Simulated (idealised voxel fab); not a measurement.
Process module name: voxel capacitor over wiring
For reference, the cross-section in this document is cut, with width 190 nm and square cells of 5 nm.
Notation: cross-section as square-cell grid; stated in bands, top first, going down; one or more cell rows per band.
Quick guide to a band line: top height, bottom height (nm) up front; then every material left to right with its width in nm. Only one material and it's marked "throughout"? Then it fills the band edge to edge. And "empty" just means empty space.
Height reference: 0 = level under which incoming wafer is all one material. Lowest band: no bottom, runs on downward, e.g. "z 0 and below".
So if you see something like "30->40" for the width, read it as the top row of the band sitting at the first number and the bottom row at the second, with every row in between moving by the same amount as the last.
"changes: none" means the step left every cell of the cross-section as it was.
If an empty space has no open way to the top and is at least 8 cells in size, "Closed void listing" lists it, written width x height at distance, where distance is measured from the left edge and every value is in nm.
Heads up: the bit after the settings on a step's line is the simulator's remark on that step.
The line of a step may include "overlay nm". On a step with a mask, this value is how far to the right of its planned place the mask lay. A negative value means the mask lay to the left.
These are the steps we planned for the process:
1. RECEIVE [material Si]
2. CONFORMAL_DEP [material SiO2] [thk nm 10]
3. DIRECTIONAL_DEP [material TiN] [thk nm 5]
4. DIRECTIONAL_DEP [material Ru] [thk nm 25]
5. PATTERN [tone cover] [mask id METAL_1] [material resist] [width nm 20] [pitch nm 75] [thk nm 15] [overlay nm 0]
6. DIRECTIONAL_ETCH [etch materials Ru] [depth nm 25]
7. DIRECTIONAL_ETCH [etch materials TiN] [depth nm 5]
8. STRIP [etch materials resist]
9. FILL_DEP [material SiO2] [thk nm 10]
10. CMP [height nm 40]
11. CONFORMAL_DEP [material SiCN] [thk nm 5]
12. DIRECTIONAL_DEP [material SiO2] [thk nm 10]
13. PATTERN [tone open] [mask id PLUG_1] [material resist] [width nm 15] [thk nm 20] [overlay nm 0]
14. DIRECTIONAL_ETCH [etch materials SiO2] [depth nm 10]
15. DIRECTIONAL_ETCH [etch materials SiCN] [depth nm 5]
16. STRIP [etch materials resist]
17. EPI [material Ru] [thk nm 10]
18. EPI [material Ru] [thk nm 5]
19. DIRECTIONAL_DEP [material TiN] [thk nm 10]
20. DIRECTIONAL_DEP [material HfO2] [thk nm 5]
21. DIRECTIONAL_DEP [material TiN] [thk nm 10]
22. PATTERN [tone cover] [mask id UPPER_PLATE] [material resist] [width nm 60] [thk nm 20] [overlay nm 0]
23. DIRECTIONAL_ETCH [etch materials TiN] [depth nm 10]
24. DIRECTIONAL_ETCH [etch materials HfO2] [depth nm 5]
25. STRIP [etch materials resist]
26. DIRECTIONAL_DEP [material aC] [thk nm 10]
27. PATTERN [tone cover] [mask id LOWER_PLATE] [material resist] [width nm 70] [thk nm 30] [overlay nm 0]
28. DIRECTIONAL_ETCH [etch materials aC] [depth nm 10]
29. STRIP [etch materials resist]
30. DIRECTIONAL_ETCH [etch materials TiN] [depth nm 10]
31. STRIP [etch materials aC]
32. FILL_DEP [material SiO2] [thk nm 15]
33. CMP [height nm 90]
34. MASKED_ETCH [tone open] [mask id PLUG_2] [width nm 15] [etch materials SiO2] [depth nm 10] [overlay nm 0]
35. CONFORMAL_DEP [material TiN] [thk nm 5]
36. FILL_DEP [material W] [thk nm 5]
37. CMP [height nm 90]
38. CONFORMAL_DEP [material SiCN] [thk nm 5]
Cross-section, incoming material, after step 1:
  z 0 and below = Si throughout
  Closed void listing: none
Final cross-section, module run with one mistake (start and plan as above):
  z 95 to 90 = SiCN throughout
  z 90 to 85 = W throughout
  z 85 to 80 = TiN throughout
  z 80 to 70 = SiO2: 50, TiN: 60, SiO2: 80
  z 70 to 65 = SiO2: 50, HfO2: 60, SiO2: 80
  z 65 to 55 = SiO2: 45, TiN: 70, SiO2: 75
  z 55 to 45 = SiO2: 50, Ru: 15, SiO2: 125
  z 45 to 40 = SiCN: 50, Ru: 15, SiCN: 125
  z 40 to 15 = SiO2: 45, Ru: 20, SiO2: 55, Ru: 20, SiO2: 50
  z 15 to 10 = SiO2: 45, TiN: 20, SiO2: 55, TiN: 20, SiO2: 50
  z 10 to 0 = SiO2 throughout
  z 0 and below = Si throughout
  Closed void listing: none
What was the processing mistake? planned and actual differ for step 33; actual: CMP [height nm 80]
